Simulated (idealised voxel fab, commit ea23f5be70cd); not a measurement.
The document below concerns the process module designated voxel wiring stack.
Pictured: cross-section cut, 240 nm wide, on a grid of 5 nm square cells.
The cross-sections in this document take the form of a grid made of square cells. They are written out as bands, in order from top to bottom. Each band consists of one or more rows of cells. Band entry format. Leading values: height of top, height of bottom, nm. Remainder: materials in left-to-right order, each with its width in nm. Special words: "full width" on a single material, which then fills the band edge to edge; "blank", empty space. We count height from 0. Below that, the starting wafer is all one material. The lowest band never ends at the bottom but goes on down; see "z 0 and below" for how that is written. Width: "30..40" (first number = top row, second number = bottom row, same change from row to row of cells). Where the words "remained unchanged" appear for a step, the cross-section shows no cell changed by that step; every cell remained as before. If an empty space has no open way to the top and is at least 8 cells in size, "Closed void entries" lists it, written width x height at distance, where distance is measured from the left edge and every value is in nm. Where a step's line continues beyond its settings, the continuation is a remark by the simulator itself on that step. The setting "overlay nm" may be written on the line of a step. When the step uses a mask, the value reports how far to the right of the planned place the mask lay, and a negative value reports that it lay to the left. How should the pairs below be read? Each gives the cross-section before one process step and the cross-section after it, the latter drawn only to the lowest band that changed; the step that lies between them, with its settings, appears under the pair. Does a pair pick up where the pair above left off? Only where its entry headed "before" says so, since pairs can come from different runs of this module on the same starting wafer.
Before:
- z 75 to 65: lowk=40 / TiN=5 / Cu=15 / TiN=5 / lowk=20 / TiN=5 / Cu=15 / TiN=5 / lowk=20 / TiN=5 / Cu=15 / TiN=5 / lowk=20 / TiN=5 / Cu=15 / TiN=5 / lowk=40
- z 65 to 60: lowk=40 / TiN=5 / Cu=5 / TiN=15 / lowk=20 / TiN=5 / Cu=5 / TiN=15 / lowk=20 / TiN=5 / Cu=5 / TiN=15 / lowk=20 / TiN=5 / Cu=5 / TiN=15 / lowk=40
- z 60 to 50: lowk=40 / TiN=5 / Cu=5 / TiN=5 / lowk=30 / TiN=5 / Cu=5 / TiN=5 / lowk=30 / TiN=5 / Cu=5 / TiN=5 / lowk=30 / TiN=5 / Cu=5 / TiN=5 / lowk=50
- z 50 to 45: SiCN=40 / TiN=15 / SiCN=30 / TiN=15 / SiCN=30 / TiN=15 / SiCN=30 / TiN=15 / SiCN=50
- z 45 to 35: lowk=40 / Ru=25 / lowk=20 / Ru=25 / lowk=20 / Ru=25 / lowk=20 / Ru=25 / lowk=40
- z 35 to 30: lowk=40 / TiN=25 / lowk=20 / TiN=25 / lowk=20 / TiN=25 / lowk=20 / TiN=25 / lowk=40
- z 30 to 0: SiO2 full width
- z 0 and below: Si full width
- Closed void entries: none
As Processed:
- z 80 to 75: SiCN full width
- Heights below 75 show no change.
- Closed void entries: none
What step was run between the cross-section before it and the cross-section after it, both above? op CONFORMAL_DEP | material SiCN | thk nm 5
Before:
- z 45 to 20: lowk=40 / Ru=25 / lowk=20 / Ru=25 / lowk=20 / Ru=25 / lowk=20 / Ru=25 / lowk=40
- z 20 to 15: lowk=40 / TiN=25 / lowk=20 / TiN=25 / lowk=20 / TiN=25 / lowk=20 / TiN=25 / lowk=40
- z 15 to 0: SiO2 full width
- z 0 and below: Si full width
- Closed void entries: none
As Processed:
- z 70 to 45: lowk full width
- Heights below 45 show no change.
- Closed void entries: none
What step was run between the cross-section before it and the cross-section after it, both above? op DIRECTIONAL_DEP | material lowk | thk nm 25
before: For the state before this step, see the after cross-section of the pair located directly above.
As Processed:
- z 75 to 70: SiCN full width
- Heights below 70 show no change.
- Closed void entries: none
What step was run between the cross-section before it and the cross-section after it, both above? op CONFORMAL_DEP | material SiCN | thk nm 5
before: For the state before this step, see the after cross-section of the pair located directly above.
As Processed:
- z 85 to 75: aC full width
- Heights below 75 show no change.
- Closed void entries: none
What step was run between the cross-section before it and the cross-section after it, both above? op DIRECTIONAL_DEP | material aC | thk nm 10
before: For the state before this step, see the after cross-section of the pair located directly above.
As Processed:
- z 110 to 85: resist=40 / blank=15 / resist=30 / blank=15 / resist=30 / blank=15 / resist=30 / blank=15 / resist=50
- Heights below 85 show no change.
- Closed void entries: none
What step was run between the cross-section before it and the cross-section after it, both above? op PATTERN | tone open | mask id METAL_2_HOLES | material resist | width nm 15 | pitch nm 45 | thk nm 25 | overlay nm 0
before: For the state before this step, see the after cross-section of the pair located directly above.
As Processed:
- z 100 to 85: resist=40 / blank=15 / resist=30 / blank=15 / resist=30 / blank=15 / resist=30 / blank=15 / resist=50
- z 85 to 75: aC=40 / blank=15 / aC=30 / blank=15 / aC=30 / blank=15 / aC=30 / blank=15 / aC=50
- Heights below 75 show no change.
- Closed void entries: none
What step was run between the cross-section before it and the cross-section after it, both above? op DIRECTIONAL_ETCH | etch materials aC | depth nm 10
before: For the state before this step, see the after cross-section of the pair located directly above.
As Processed:
- z 85 to 75: aC=40 / blank=15 / aC=30 / blank=15 / aC=30 / blank=15 / aC=30 / blank=15 / aC=50
- Heights below 75 show no change.
- Closed void entries: none
What step was run between the cross-section before it and the cross-section after it, both above? op STRIP | etch materials resist
before: For the state before this step, see the after cross-section of the pair located directly above.
As Processed:
- z 75 to 70: SiCN full width
- Heights below 70 show no change.
- Closed void entries: none
What step was run between the cross-section before it and the cross-section after it, both above? op STRIP | etch materials aC
before: For the state before this step, see the after cross-section of the pair located directly above.
As Processed:
- z 75 to 70: SiCN=40 / blank=25 / SiCN=20 / blank=25 / SiCN=20 / blank=25 / SiCN=20 / blank=25 / SiCN=40
- Heights below 70 show no change.
- Closed void entries: none
What step was run between the cross-section before it and the cross-section after it, both above? op MASKED_ETCH | tone open | mask id METAL_2 | width nm 25 | pitch nm 45 | etch materials SiCN | depth nm 5 | overlay nm 0
before: For the state before this step, see the after cross-section of the pair located directly above.
As Processed:
- z 80 to 75: TiN=45 / blank=15 / TiN=30 / blank=15 / TiN=30 / blank=15 / TiN=30 / blank=15 / TiN=45
- z 75 to 70: SiCN=40 / TiN=25 / SiCN=20 / TiN=25 / SiCN=20 / TiN=25 / SiCN=20 / TiN=25 / SiCN=40
- Heights below 70 show no change.
- Closed void entries: none
What step was run between the cross-section before it and the cross-section after it, both above? op CONFORMAL_DEP | material TiN | thk nm 5
before: For the state before this step, see the after cross-section of the pair located directly above.
As Processed:
- z 90 to 80: Cu full width
- z 80 to 75: TiN=45 / Cu=15 / TiN=30 / Cu=15 / TiN=30 / Cu=15 / TiN=30 / Cu=15 / TiN=45
- Heights below 75 show no change.
- Closed void entries: none
What step was run between the cross-section before it and the cross-section after it, both above? op FILL_DEP | material Cu | thk nm 10
before: For the state before this step, see the after cross-section of the pair located directly above.
As Processed:
- z 75 to 70: SiCN=40 / TiN=25 / SiCN=20 / TiN=25 / SiCN=20 / TiN=25 / SiCN=20 / TiN=25 / SiCN=40
- Heights below 70 show no change.
- Closed void entries: none
What step was run between the cross-section before it and the cross-section after it, both above? op CMP | height nm 75
before: For the state before this step, see the after cross-section of the pair located directly above.
As Processed:
- z 80 to 75: SiCN full width
- Heights below 75 show no change.
- Closed void entries: none
What step was run between the cross-section before it and the cross-section after it, both above? op CONFORMAL_DEP | material SiCN | thk nm 5
Before:
- z 75 to 50: lowk=40 / blank=15 / lowk=30 / blank=15 / lowk=30 / blank=15 / lowk=30 / blank=15 / lowk=50
- z 50 to 45: SiCN full width
- z 45 to 20: lowk=40 / Ru=25 / lowk=20 / Ru=25 / lowk=20 / Ru=25 / lowk=20 / Ru=25 / lowk=40
- z 20 to 15: lowk=40 / TiN=25 / lowk=20 / TiN=25 / lowk=20 / TiN=25 / lowk=20 / TiN=25 / lowk=40
- z 15 to 0: SiO2 full width
- z 0 and below: Si full width
- Closed void entries: none
As Processed:
- z 75 to 55: lowk=40 / blank=25 / lowk=20 / blank=25 / lowk=20 / blank=25 / lowk=20 / blank=25 / lowk=40
- Heights below 55 show no change.
- Closed void entries: none
What step was run between the cross-section before it and the cross-section after it, both above? op MASKED_ETCH | tone open | mask id METAL_2 | width nm 25 | pitch nm 45 | etch materials lowk | depth nm 20 | overlay nm 0
before: For the state before this step, see the after cross-section of the pair located directly above.
As Processed:
- z 75 to 55: lowk=40 / blank=25 / lowk=20 / blank=25 / lowk=20 / blank=25 / lowk=20 / blank=25 / lowk=40
- z 55 to 50: lowk=40 / blank=15 / lowk=30 / blank=15 / lowk=30 / blank=15 / lowk=30 / blank=15 / lowk=50
- z 50 to 45: SiCN=40 / blank=15 / SiCN=30 / blank=15 / SiCN=30 / blank=15 / SiCN=30 / blank=15 / SiCN=50
- Heights below 45 show no change.
- Closed void entries: none
What step was run between the cross-section before it and the cross-section after it, both above? op MASKED_ETCH | tone open | mask id METAL_2 | width nm 25 | pitch nm 45 | etch materials SiCN | depth nm 5 | overlay nm 0
before: For the state before this step, see the after cross-section of the pair located directly above.
As Processed:
- z 80 to 75: TiN=45 / blank=15 / TiN=30 / blank=15 / TiN=30 / blank=15 / TiN=30 / blank=15 / TiN=45
- z 75 to 60: lowk=40 / TiN=5 / blank=15 / TiN=5 / lowk=20 / TiN=5 / blank=15 / TiN=5 / lowk=20 / TiN=5 / blank=15 / TiN=5 / lowk=20 / TiN=5 / blank=15 / TiN=5 / lowk=40
- z 60 to 50: lowk=40 / TiN=5 / blank=5 / TiN=15..5 / lowk=20..30 / TiN=5 / blank=5 / TiN=15..5 / lowk=20..30 / TiN=5 / blank=5 / TiN=15..5 / lowk=20..30 / TiN=5 / blank=5 / TiN=15..5 / lowk=40..50
- z 50 to 45: SiCN=40 / TiN=15 / SiCN=30 / TiN=15 / SiCN=30 / TiN=15 / SiCN=30 / TiN=15 / SiCN=50
- Heights below 45 show no change.
- Closed void entries: none
What step was run between the cross-section before it and the cross-section after it, both above? op CONFORMAL_DEP | material TiN | thk nm 5
before: For the state before this step, see the after cross-section of the pair located directly above.
As Processed:
- z 90 to 80: Cu full width
- z 80 to 75: TiN=45 / Cu=15 / TiN=30 / Cu=15 / TiN=30 / Cu=15 / TiN=30 / Cu=15 / TiN=45
- z 75 to 60: lowk=40 / TiN=5 / Cu=15 / TiN=5 / lowk=20 / TiN=5 / Cu=15 / TiN=5 / lowk=20 / TiN=5 / Cu=15 / TiN=5 / lowk=20 / TiN=5 / Cu=15 / TiN=5 / lowk=40
- z 60 to 50: lowk=40 / TiN=5 / Cu=5 / TiN=15..5 / lowk=20..30 / TiN=5 / Cu=5 / TiN=15..5 / lowk=20..30 / TiN=5 / Cu=5 / TiN=15..5 / lowk=20..30 / TiN=5 / Cu=5 / TiN=15..5 / lowk=40..50
- Heights below 50 show no change.
- Closed void entries: none
What step was run between the cross-section before it and the cross-section after it, both above? op FILL_DEP | material Cu | thk nm 10
before: For the state before this step, see the after cross-section of the pair located directly above.
As Processed:
- z 75 to 60: lowk=40 / TiN=5 / Cu=15 / TiN=5 / lowk=20 / TiN=5 / Cu=15 / TiN=5 / lowk=20 / TiN=5 / Cu=15 / TiN=5 / lowk=20 / TiN=5 / Cu=15 / TiN=5 / lowk=40
- Heights below 60 show no change.
- Closed void entries: none
What step was run between the cross-section before it and the cross-section after it, both above? op CMP | height nm 75
before: For the state before this step, see the after cross-section of the pair located directly above.
As Processed:
- z 80 to 75: SiCN full width
- Heights below 75 show no change.
- Closed void entries: none
What step was run between the cross-section before it and the cross-section after it, both above? op CONFORMAL_DEP | material SiCN | thk nm 5
Before:
- z 75 to 50: lowk=40 / blank=15 / lowk=30 / blank=15 / lowk=30 / blank=15 / lowk=30 / blank=15 / lowk=50
- z 50 to 45: SiCN full width
- z 45 to 20: lowk=40 / Ru=25 / lowk=20 / Ru=25 / lowk=20 / Ru=25 / lowk=20 / Ru=25 / lowk=40
- z 20 to 15: lowk=40 / TiN=25 / lowk=20 / TiN=25 / lowk=20 / TiN=25 / lowk=20 / TiN=25 / lowk=40
- z 15 to 0: SiO2 full width
- z 0 and below: Si full width
- Closed void entries: none
As Processed:
- z 75 to 60: lowk=40 / blank=20 / lowk=25 / blank=20 / lowk=25 / blank=20 / lowk=25 / blank=20 / lowk=45
- Heights below 60 show no change.
- Closed void entries: none
What step was run between the cross-section before it and the cross-section after it, both above? op MASKED_ETCH | tone open | mask id METAL_2 | width nm 15 | pitch nm 45 | etch materials lowk | depth nm 15 | overlay nm 0
before: For the state before this step, see the after cross-section of the pair located directly above.
As Processed:
- z 75 to 60: lowk=40 / blank=20 / lowk=25 / blank=20 / lowk=25 / blank=20 / lowk=25 / blank=20 / lowk=45
- z 60 to 50: lowk=40 / blank=15 / lowk=30 / blank=15 / lowk=30 / blank=15 / lowk=30 / blank=15 / lowk=50
- z 50 to 45: SiCN=40 / blank=15 / SiCN=30 / blank=15 / SiCN=30 / blank=15 / SiCN=30 / blank=15 / SiCN=50
- Heights below 45 show no change.
- Closed void entries: none
What step was run between the cross-section before it and the cross-section after it, both above? op MASKED_ETCH | tone open | mask id METAL_2 | width nm 25 | pitch nm 45 | etch materials SiCN | depth nm 5 | overlay nm 0
before: For the state before this step, see the after cross-section of the pair located directly above.
As Processed:
- z 80 to 75: TiN=45 / blank=10 / TiN=35 / blank=10 / TiN=35 / blank=10 / TiN=35 / blank=10 / TiN=50
- z 75 to 65: lowk=40 / TiN=5 / blank=10 / TiN=5 / lowk=25 / TiN=5 / blank=10 / TiN=5 / lowk=25 / TiN=5 / blank=10 / TiN=5 / lowk=25 / TiN=5 / blank=10 / TiN=5 / lowk=45
- z 65 to 60: lowk=40 / TiN=5 / blank=5 / TiN=10 / lowk=25 / TiN=5 / blank=5 / TiN=10 / lowk=25 / TiN=5 / blank=5 / TiN=10 / lowk=25 / TiN=5 / blank=5 / TiN=10 / lowk=45
- z 60 to 50: lowk=40 / TiN=5 / blank=5 / TiN=5 / lowk=30 / TiN=5 / blank=5 / TiN=5 / lowk=30 / TiN=5 / blank=5 / TiN=5 / lowk=30 / TiN=5 / blank=5 / TiN=5 / lowk=50
- z 50 to 45: SiCN=40 / TiN=15 / SiCN=30 / TiN=15 / SiCN=30 / TiN=15 / SiCN=30 / TiN=15 / SiCN=50
- Heights below 45 show no change.
- Closed void entries: none
What step was run between the cross-section before it and the cross-section after it, both above? op CONFORMAL_DEP | material TiN | thk nm 5
before: For the state before this step, see the after cross-section of the pair located directly above.
As Processed:
- z 90 to 80: Cu full width
- z 80 to 75: TiN=45 / Cu=10 / TiN=35 / Cu=10 / TiN=35 / Cu=10 / TiN=35 / Cu=10 / TiN=50
- z 75 to 65: lowk=40 / TiN=5 / Cu=10 / TiN=5 / lowk=25 / TiN=5 / Cu=10 / TiN=5 / lowk=25 / TiN=5 / Cu=10 / TiN=5 / lowk=25 / TiN=5 / Cu=10 / TiN=5 / lowk=45
- z 65 to 60: lowk=40 / TiN=5 / Cu=5 / TiN=10 / lowk=25 / TiN=5 / Cu=5 / TiN=10 / lowk=25 / TiN=5 / Cu=5 / TiN=10 / lowk=25 / TiN=5 / Cu=5 / TiN=10 / lowk=45
- z 60 to 50: lowk=40 / TiN=5 / Cu=5 / TiN=5 / lowk=30 / TiN=5 / Cu=5 / TiN=5 / lowk=30 / TiN=5 / Cu=5 / TiN=5 / lowk=30 / TiN=5 / Cu=5 / TiN=5 / lowk=50
- Heights below 50 show no change.
- Closed void entries: none
What step was run between the cross-section before it and the cross-section after it, both above? op FILL_DEP | material Cu | thk nm 10
before: For the state before this step, see the after cross-section of the pair located directly above.
As Processed:
- z 75 to 65: lowk=40 / TiN=5 / Cu=10 / TiN=5 / lowk=25 / TiN=5 / Cu=10 / TiN=5 / lowk=25 / TiN=5 / Cu=10 / TiN=5 / lowk=25 / TiN=5 / Cu=10 / TiN=5 / lowk=45
- Heights below 65 show no change.
- Closed void entries: none
What step was run between the cross-section before it and the cross-section after it, both above? op CMP | height nm 75
before: For the state before this step, see the after cross-section of the pair located directly above.
As Processed:
- z 80 to 75: SiCN full width
- Heights below 75 show no change.
- Closed void entries: none
What step was run between the cross-section before it and the cross-section after it, both above? op CONFORMAL_DEP | material SiCN | thk nm 5
Before:
- z 85 to 75: aC full width
- z 75 to 50: lowk full width
- z 50 to 45: SiCN full width
- z 45 to 20: lowk=40 / Ru=25 / lowk=20 / Ru=25 / lowk=20 / Ru=25 / lowk=20 / Ru=25 / lowk=40
- z 20 to 15: lowk=40 / TiN=25 / lowk=20 / TiN=25 / lowk=20 / TiN=25 / lowk=20 / TiN=25 / lowk=40
- z 15 to 0: SiO2 full width
- z 0 and below: Si full width
- Closed void entries: none
As Processed:
- z 110 to 85: resist=35 / blank=15 / resist=30 / blank=15 / resist=30 / blank=15 / resist=30 / blank=15 / resist=55
- Heights below 85 show no change.
- Closed void entries: none
What step was run between the cross-section before it and the cross-section after it, both above? op PATTERN | tone open | mask id METAL_2_HOLES | material resist | width nm 15 | pitch nm 45 | thk nm 25 | overlay nm -5
before: For the state before this step, see the after cross-section of the pair located directly above.
As Processed:
- z 100 to 85: resist=35 / blank=15 / resist=30 / blank=15 / resist=30 / blank=15 / resist=30 / blank=15 / resist=55
- z 85 to 75: aC=35 / blank=15 / aC=30 / blank=15 / aC=30 / blank=15 / aC=30 / blank=15 / aC=55
- Heights below 75 show no change.
- Closed void entries: none
What step was run between the cross-section before it and the cross-section after it, both above? op DIRECTIONAL_ETCH | etch materials aC | depth nm 10
before: For the state before this step, see the after cross-section of the pair located directly above.
As Processed:
- z 85 to 75: aC=35 / blank=15 / aC=30 / blank=15 / aC=30 / blank=15 / aC=30 / blank=15 / aC=55
- Heights below 75 show no change.
- Closed void entries: none
What step was run between the cross-section before it and the cross-section after it, both above? op STRIP | etch materials resist
before: For the state before this step, see the after cross-section of the pair located directly above.
As Processed:
- z 85 to 75: aC=35 / blank=15 / aC=30 / blank=15 / aC=30 / blank=15 / aC=30 / blank=15 / aC=55
- z 75 to 50: lowk=35 / blank=15 / lowk=30 / blank=15 / lowk=30 / blank=15 / lowk=30 / blank=15 / lowk=55
- Heights below 50 show no change.
- Closed void entries: none
What step was run between the cross-section before it and the cross-section after it, both above? op DIRECTIONAL_ETCH | etch materials lowk | depth nm 25
before: For the state before this step, see the after cross-section of the pair located directly above.
As Processed:
- z 75 to 50: lowk=35 / blank=15 / lowk=30 / blank=15 / lowk=30 / blank=15 / lowk=30 / blank=15 / lowk=55
- Heights below 50 show no change.
- Closed void entries: none
What step was run between the cross-section before it and the cross-section after it, both above? op STRIP | etch materials aC
before: For the state before this step, see the after cross-section of the pair located directly above.
As Processed:
- z 75 to 60: lowk=35 / blank=30 / lowk=15 / blank=30 / lowk=15 / blank=30 / lowk=15 / blank=30 / lowk=40
- Heights below 60 show no change.
- Closed void entries: none
What step was run between the cross-section before it and the cross-section after it, both above? op MASKED_ETCH | tone open | mask id METAL_2 | width nm 25 | pitch nm 45 | etch materials lowk | depth nm 15 | overlay nm 0
before: For the state before this step, see the after cross-section of the pair located directly above.
As Processed:
- z 75 to 60: lowk=35 / blank=30 / lowk=15 / blank=30 / lowk=15 / blank=30 / lowk=15 / blank=30 / lowk=40
- z 60 to 50: lowk=35 / blank=15 / lowk=30 / blank=15 / lowk=30 / blank=15 / lowk=30 / blank=15 / lowk=55
- z 50 to 45: SiCN=40 / blank=10 / SiCN=35 / blank=10 / SiCN=35 / blank=10 / SiCN=35 / blank=10 / SiCN=55
- Heights below 45 show no change.
- Closed void entries: none
What step was run between the cross-section before it and the cross-section after it, both above? op MASKED_ETCH | tone open | mask id METAL_2 | width nm 25 | pitch nm 45 | etch materials SiCN | depth nm 5 | overlay nm 0
before: For the state before this step, see the after cross-section of the pair located directly above.
As Processed:
- z 80 to 75: TiN=40 / blank=20 / TiN=25 / blank=20 / TiN=25 / blank=20 / TiN=25 / blank=20 / TiN=45
- z 75 to 65: lowk=35 / TiN=5 / blank=20 / TiN=5 / lowk=15 / TiN=5 / blank=20 / TiN=5 / lowk=15 / TiN=5 / blank=20 / TiN=5 / lowk=15 / TiN=5 / blank=20 / TiN=5 / lowk=40
- z 65 to 55: lowk=35 / TiN=5 / blank=5 / TiN=20..5 / lowk=15..30 / TiN=5 / blank=5 / TiN=20..5 / lowk=15..30 / TiN=5 / blank=5 / TiN=20..5 / lowk=15..30 / TiN=5 / blank=5 / TiN=20..5 / lowk=40..55
- z 55 to 50: lowk=35 / TiN=15 / lowk=30 / TiN=15 / lowk=30 / TiN=15 / lowk=30 / TiN=15 / lowk=55
- z 50 to 45: SiCN=40 / TiN=10 / SiCN=35 / TiN=10 / SiCN=35 / TiN=10 / SiCN=35 / TiN=10 / SiCN=55
- Heights below 45 show no change.
- Closed void entries: none
What step was run between the cross-section before it and the cross-section after it, both above? op CONFORMAL_DEP | material TiN | thk nm 5
before: For the state before this step, see the after cross-section of the pair located directly above.
As Processed:
- z 90 to 80: Cu full width
- z 80 to 75: TiN=40 / Cu=20 / TiN=25 / Cu=20 / TiN=25 / Cu=20 / TiN=25 / Cu=20 / TiN=45
- z 75 to 65: lowk=35 / TiN=5 / Cu=20 / TiN=5 / lowk=15 / TiN=5 / Cu=20 / TiN=5 / lowk=15 / TiN=5 / Cu=20 / TiN=5 / lowk=15 / TiN=5 / Cu=20 / TiN=5 / lowk=40
- z 65 to 55: lowk=35 / TiN=5 / Cu=5 / TiN=20..5 / lowk=15..30 / TiN=5 / Cu=5 / TiN=20..5 / lowk=15..30 / TiN=5 / Cu=5 / TiN=20..5 / lowk=15..30 / TiN=5 / Cu=5 / TiN=20..5 / lowk=40..55
- Heights below 55 show no change.
- Closed void entries: none
What step was run between the cross-section before it and the cross-section after it, both above? op FILL_DEP | material Cu | thk nm 10
before: For the state before this step, see the after cross-section of the pair located directly above.
As Processed:
- z 75 to 65: lowk=35 / TiN=5 / Cu=20 / TiN=5 / lowk=15 / TiN=5 / Cu=20 / TiN=5 / lowk=15 / TiN=5 / Cu=20 / TiN=5 / lowk=15 / TiN=5 / Cu=20 / TiN=5 / lowk=40
- Heights below 65 show no change.
- Closed void entries: none
What step was run between the cross-section before it and the cross-section after it, both above? op CMP | height nm 75
before: For the state before this step, see the after cross-section of the pair located directly above.
As Processed:
- z 80 to 75: SiCN full width
- Heights below 75 show no change.
- Closed void entries: none
What step was run between the cross-section before it and the cross-section after it, both above? op CONFORMAL_DEP | material SiCN | thk nm 5
Before:
- z 45 to 20: lowk=40 / Ru=25 / lowk=20 / Ru=25 / lowk=20 / Ru=25 / lowk=20 / Ru=25 / lowk=40
- z 20 to 15: lowk=40 / TiN=25 / lowk=20 / TiN=25 / lowk=20 / TiN=25 / lowk=20 / TiN=25 / lowk=40
- z 15 to 0: SiO2 full width
- z 0 and below: Si full width
- Closed void entries: none
As Processed:
- z 50 to 45: SiO2 full width
- Heights below 45 show no change.
- Closed void entries: none
What step was run between the cross-section before it and the cross-section after it, both above? op CONFORMAL_DEP | material SiO2 | thk nm 5
before: For the state before this step, see the after cross-section of the pair located directly above.
As Processed:
- z 75 to 50: lowk full width
- Heights below 50 show no change.
- Closed void entries: none
What step was run between the cross-section before it and the cross-section after it, both above? op DIRECTIONAL_DEP | material lowk | thk nm 25
before: For the state before this step, see the after cross-section of the pair located directly above.
As Processed:
- z 85 to 75: aC full width
- Heights below 75 show no change.
- Closed void entries: none
What step was run between the cross-section before it and the cross-section after it, both above? op DIRECTIONAL_DEP | material aC | thk nm 10
before: For the state before this step, see the after cross-section of the pair located directly above.
As Processed:
- z 110 to 85: resist=40 / blank=15 / resist=30 / blank=15 / resist=30 / blank=15 / resist=30 / blank=15 / resist=50
- Heights below 85 show no change.
- Closed void entries: none
What step was run between the cross-section before it and the cross-section after it, both above? op PATTERN | tone open | mask id METAL_2_HOLES | material resist | width nm 15 | pitch nm 45 | thk nm 25 | overlay nm 0
before: For the state before this step, see the after cross-section of the pair located directly above.
As Processed:
- z 100 to 85: resist=40 / blank=15 / resist=30 / blank=15 / resist=30 / blank=15 / resist=30 / blank=15 / resist=50
- z 85 to 75: aC=40 / blank=15 / aC=30 / blank=15 / aC=30 / blank=15 / aC=30 / blank=15 / aC=50
- Heights below 75 show no change.
- Closed void entries: none
What step was run between the cross-section before it and the cross-section after it, both above? op DIRECTIONAL_ETCH | etch materials aC | depth nm 10
before: For the state before this step, see the after cross-section of the pair located directly above.
As Processed:
- z 85 to 75: aC=40 / blank=15 / aC=30 / blank=15 / aC=30 / blank=15 / aC=30 / blank=15 / aC=50
- Heights below 75 show no change.
- Closed void entries: none
What step was run between the cross-section before it and the cross-section after it, both above? op STRIP | etch materials resist
before: For the state before this step, see the after cross-section of the pair located directly above.
As Processed:
- z 85 to 75: aC=40 / blank=15 / aC=30 / blank=15 / aC=30 / blank=15 / aC=30 / blank=15 / aC=50
- z 75 to 50: lowk=40 / blank=15 / lowk=30 / blank=15 / lowk=30 / blank=15 / lowk=30 / blank=15 / lowk=50
- Heights below 50 show no change.
- Closed void entries: none
What step was run between the cross-section before it and the cross-section after it, both above? op DIRECTIONAL_ETCH | etch materials lowk | depth nm 25
before: For the state before this step, see the after cross-section of the pair located directly above.
As Processed:
- z 75 to 50: lowk=40 / blank=15 / lowk=30 / blank=15 / lowk=30 / blank=15 / lowk=30 / blank=15 / lowk=50
- Heights below 50 show no change.
- Closed void entries: none
What step was run between the cross-section before it and the cross-section after it, both above? op STRIP | etch materials aC
before: For the state before this step, see the after cross-section of the pair located directly above.
As Processed:
- z 75 to 60: lowk=40 / blank=25 / lowk=20 / blank=25 / lowk=20 / blank=25 / lowk=20 / blank=25 / lowk=40
- Heights below 60 show no change.
- Closed void entries: none
What step was run between the cross-section before it and the cross-section after it, both above? op MASKED_ETCH | tone open | mask id METAL_2 | width nm 25 | pitch nm 45 | etch materials lowk | depth nm 15 | overlay nm 0
before: For the state before this step, see the after cross-section of the pair located directly above.
As Processed:
- z 80 to 75: TiN=45 / blank=15 / TiN=30 / blank=15 / TiN=30 / blank=15 / TiN=30 / blank=15 / TiN=45
- z 75 to 65: lowk=40 / TiN=5 / blank=15 / TiN=5 / lowk=20 / TiN=5 / blank=15 / TiN=5 / lowk=20 / TiN=5 / blank=15 / TiN=5 / lowk=20 / TiN=5 / blank=15 / TiN=5 / lowk=40
- z 65 to 55: lowk=40 / TiN=5 / blank=5 / TiN=15..5 / lowk=20..30 / TiN=5 / blank=5 / TiN=15..5 / lowk=20..30 / TiN=5 / blank=5 / TiN=15..5 / lowk=20..30 / TiN=5 / blank=5 / TiN=15..5 / lowk=40..50
- z 55 to 50: lowk=40 / TiN=15 / lowk=30 / TiN=15 / lowk=30 / TiN=15 / lowk=30 / TiN=15 / lowk=50
- Heights below 50 show no change.
- Closed void entries: none
What step was run between the cross-section before it and the cross-section after it, both above? op CONFORMAL_DEP | material TiN | thk nm 5
before: For the state before this step, see the after cross-section of the pair located directly above.
As Processed:
- z 90 to 80: Cu full width
- z 80 to 75: TiN=45 / Cu=15 / TiN=30 / Cu=15 / TiN=30 / Cu=15 / TiN=30 / Cu=15 / TiN=45
- z 75 to 65: lowk=40 / TiN=5 / Cu=15 / TiN=5 / lowk=20 / TiN=5 / Cu=15 / TiN=5 / lowk=20 / TiN=5 / Cu=15 / TiN=5 / lowk=20 / TiN=5 / Cu=15 / TiN=5 / lowk=40
- z 65 to 55: lowk=40 / TiN=5 / Cu=5 / TiN=15..5 / lowk=20..30 / TiN=5 / Cu=5 / TiN=15..5 / lowk=20..30 / TiN=5 / Cu=5 / TiN=15..5 / lowk=20..30 / TiN=5 / Cu=5 / TiN=15..5 / lowk=40..50
- Heights below 55 show no change.
- Closed void entries: none
What step was run between the cross-section before it and the cross-section after it, both above? op FILL_DEP | material Cu | thk nm 10
before: For the state before this step, see the after cross-section of the pair located directly above.
As Processed:
- z 75 to 65: lowk=40 / TiN=5 / Cu=15 / TiN=5 / lowk=20 / TiN=5 / Cu=15 / TiN=5 / lowk=20 / TiN=5 / Cu=15 / TiN=5 / lowk=20 / TiN=5 / Cu=15 / TiN=5 / lowk=40
- Heights below 65 show no change.
- Closed void entries: none
What step was run between the cross-section before it and the cross-section after it, both above? op CMP | height nm 75
before: For the state before this step, see the after cross-section of the pair located directly above.
As Processed:
- z 80 to 75: SiCN full width
- Heights below 75 show no change.
- Closed void entries: none
What step was run between the cross-section before it and the cross-section after it, both above? op CONFORMAL_DEP | material SiCN | thk nm 5
Before:
- z 45 to 20: Ru full width
- z 20 to 15: TiN full width
- z 15 to 0: SiO2 full width
- z 0 and below: Si full width
- Closed void entries: none
As Processed:
- z 65 to 45: resist=40 / blank=25 / resist=20 / blank=25 / resist=20 / blank=25 / resist=20 / blank=25 / resist=40
- Heights below 45 show no change.
- Closed void entries: none
What step was run between the cross-section before it and the cross-section after it, both above? op PATTERN | tone open | mask id METAL_1 | material resist | width nm 25 | pitch nm 45 | thk nm 20 | overlay nm 0
before: For the state before this step, see the after cross-section of the pair located directly above.
As Processed:
- z 65 to 45: resist=40 / blank=25 / resist=20 / blank=25 / resist=20 / blank=25 / resist=20 / blank=25 / resist=40
- z 45 to 20: Ru=40 / blank=25 / Ru=20 / blank=25 / Ru=20 / blank=25 / Ru=20 / blank=25 / Ru=40
- Heights below 20 show no change.
- Closed void entries: none
What step was run between the cross-section before it and the cross-section after it, both above? op DIRECTIONAL_ETCH | etch materials Ru | depth nm 25
before: For the state before this step, see the after cross-section of the pair located directly above.
As Processed:
- z 65 to 45: resist=40 / blank=25 / resist=20 / blank=25 / resist=20 / blank=25 / resist=20 / blank=25 / resist=40
- z 45 to 20: Ru=40 / blank=25 / Ru=20 / blank=25 / Ru=20 / blank=25 / Ru=20 / blank=25 / Ru=40
- z 20 to 15: TiN=40 / blank=25 / TiN=20 / blank=25 / TiN=20 / blank=25 / TiN=20 / blank=25 / TiN=40
- Heights below 15 show no change.
- Closed void entries: none
What step was run between the cross-section before it and the cross-section after it, both above? op DIRECTIONAL_ETCH | etch materials TiN | depth nm 5
before: For the state before this step, see the after cross-section of the pair located directly above.
As Processed:
- z 45 to 20: Ru=40 / blank=25 / Ru=20 / blank=25 / Ru=20 / blank=25 / Ru=20 / blank=25 / Ru=40
- Heights below 20 show no change.
- Closed void entries: none
What step was run between the cross-section before it and the cross-section after it, both above? op STRIP | etch materials resist
before: For the state before this step, see the after cross-section of the pair located directly above.
As Processed:
- z 55 to 45: lowk full width
- z 45 to 20: Ru=40 / lowk=25 / Ru=20 / lowk=25 / Ru=20 / lowk=25 / Ru=20 / lowk=25 / Ru=40
- z 20 to 15: TiN=40 / lowk=25 / TiN=20 / lowk=25 / TiN=20 / lowk=25 / TiN=20 / lowk=25 / TiN=40
- Heights below 15 show no change.
- Closed void entries: none
What step was run between the cross-section before it and the cross-section after it, both above? op FILL_DEP | material lowk | thk nm 10
